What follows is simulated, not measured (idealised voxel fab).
The process module presented herein is designated voxel spacer lines.
We display cut, a cross-section 290 nm in width whose square cells are each 5 nm.
Heads up, the way a cross-section reads in here is a grid of square cells, handed over as bands from the top down, with every band being one or more rows of cells.
Each band's line starts with the height of the band's top and of its bottom, in nm. Then come its materials from left to right, each with its width in nm. One material with "all across" fills the band from edge to edge. "blank" is empty space.
Height datum 0, below which the as-received substrate wafer is one material. Lowest band open at the bottom, running downward: "0 -> down".
Per-row width for "30..40": begins at first number (top row of band), ends at second number (bottom row), increment between rows held constant.
"remains unaltered" after a step means that no cell of the cross-section changed.
Enclosed voids (no open way to top), threshold 8 cells or more, entry "Closed internal voids", notation width x height at distance, distance from left edge, nm.
Formally, on a step line, whatever follows the settings is a remark that the simulator itself makes on the step.
Each step line may optionally specify "overlay nm", which for a step with a mask gives the rightward distance between the mask's planned place and where it lay, a negative value indicating the leftward direction.
This section lists the process steps that were planned:
step 1: op RECEIVE | material Si
step 2: op CONFORMAL_DEP | material Al2O3 | thk nm 10
step 3: op DIRECTIONAL_DEP | material W | thk nm 15
step 4: op DIRECTIONAL_DEP | material aC | thk nm 25
step 5: op PATTERN | tone cover | mask id MANDREL | material resist | width nm 25 | pitch nm 80 | thk nm 30 | overlay nm 0
step 6: op DIRECTIONAL_ETCH | etch materials aC | depth nm 25
step 7: op STRIP | etch materials resist
step 8: op CONFORMAL_DEP | material SiN | thk nm 15
step 9: op DIRECTIONAL_ETCH | etch materials SiN | depth nm 15
step 10: op STRIP | etch materials aC
step 11: op DIRECTIONAL_ETCH | etch materials W | depth nm 15
step 12: op STRIP | etch materials SiN
First of two wafers, with the run carried out as planned:
As received, after step 1:
  0 -> down  Si all across
  Closed internal voids: none
Wafer xsec, post step 2:
  10 -> 0  Al2O3 all across
  Note: structure below 0 unchanged.
Wafer xsec, post step 3:
  25 -> 10  W all across
  Note: structure below 10 unchanged.
Wafer xsec, post step 4:
  50 -> 25  aC all across
  Note: structure below 25 unchanged.
Wafer xsec, post step 5:
  80 -> 50  90 blank, then 25 resist, then 55 blank, then 25 resist, then 95 blank
  Note: structure below 50 unchanged.
Wafer xsec, post step 6:
  55 -> 50  90 blank, then 25 resist, then 55 blank, then 25 resist, then 95 blank
  50 -> 25  90 blank, then 25 aC, then 55 blank, then 25 aC, then 95 blank
  Note: structure below 25 unchanged.
Wafer xsec, post step 7:
  50 -> 25  90 blank, then 25 aC, then 55 blank, then 25 aC, then 95 blank
  Note: structure below 25 unchanged.
Wafer xsec, post step 8:
  65 -> 50  75 blank, then 55 SiN, then 25 blank, then 55 SiN, then 80 blank
  50 -> 40  75 blank, then 15 SiN, then 25 aC, then 15 SiN, then 25 blank, then 15 SiN, then 25 aC, then 15 SiN, then 80 blank
  40 -> 25  90 SiN, then 25 aC, then 55 SiN, then 25 aC, then 95 SiN
  Note: structure below 25 unchanged.
Wafer xsec, post step 9:
  50 -> 25  75 blank, then 15 SiN, then 25 aC, then 15 SiN, then 25 blank, then 15 SiN, then 25 aC, then 15 SiN, then 80 blank
  Note: structure below 25 unchanged.
Wafer xsec, post step 10:
  50 -> 25  75 blank, then 15 SiN, then 25 blank, then 15 SiN, then 25 blank, then 15 SiN, then 25 blank, then 15 SiN, then 80 blank
  Note: structure below 25 unchanged.
Wafer xsec, post step 11:
  50 -> 25  75 blank, then 15 SiN, then 25 blank, then 15 SiN, then 25 blank, then 15 SiN, then 25 blank, then 15 SiN, then 80 blank
  25 -> 10  75 blank, then 15 W, then 25 blank, then 15 W, then 25 blank, then 15 W, then 25 blank, then 15 W, then 80 blank
  Note: structure below 10 unchanged.
Wafer xsec, post step 12:
  25 -> 10  75 blank, then 15 W, then 25 blank, then 15 W, then 25 blank, then 15 W, then 25 blank, then 15 W, then 80 blank
  Note: structure below 10 unchanged.
Second of two: same start, same plan, one run error; steps up to and including 3 match the first:
The second wafer cut through, at the time step 4 was supposed to be finished:
  50 -> 10  W all across
  Note: structure below 10 unchanged.
The second wafer cut through, at the time step 5 was supposed to be finished:
  80 -> 50  90 blank, then 25 resist, then 55 blank, then 25 resist, then 95 blank
  Note: structure below 50 unchanged.
The second wafer cut through, at the time step 6 was supposed to be finished:
  55 -> 50  90 blank, then 25 resist, then 55 blank, then 25 resist, then 95 blank
  Note: structure below 50 unchanged.
The second wafer cut through, at the time step 7 was supposed to be finished:
  50 -> 10  W all across
  Note: structure below 10 unchanged.
The second wafer cut through, at the time step 8 was supposed to be finished:
  65 -> 50  SiN all across
  Note: structure below 50 unchanged.
The second wafer cut through, at the time step 9 was supposed to be finished:
  50 -> 10  W all across
  Note: structure below 10 unchanged.
The second wafer cut through, at the time step 10 was supposed to be finished: remains unaltered
The second wafer cut through, at the time step 11 was supposed to be finished:
  35 -> 10  W all across
  Note: structure below 10 unchanged.
The second wafer cut through, at the time step 12 was supposed to be finished: remains unaltered
What was done differently from what was planned? step 4 did not use the planned setting and instead ran as op DIRECTIONAL_DEP | material W | thk nm 25
End of process, cell counts, second wafer against first, materials with more or fewer: +254 W
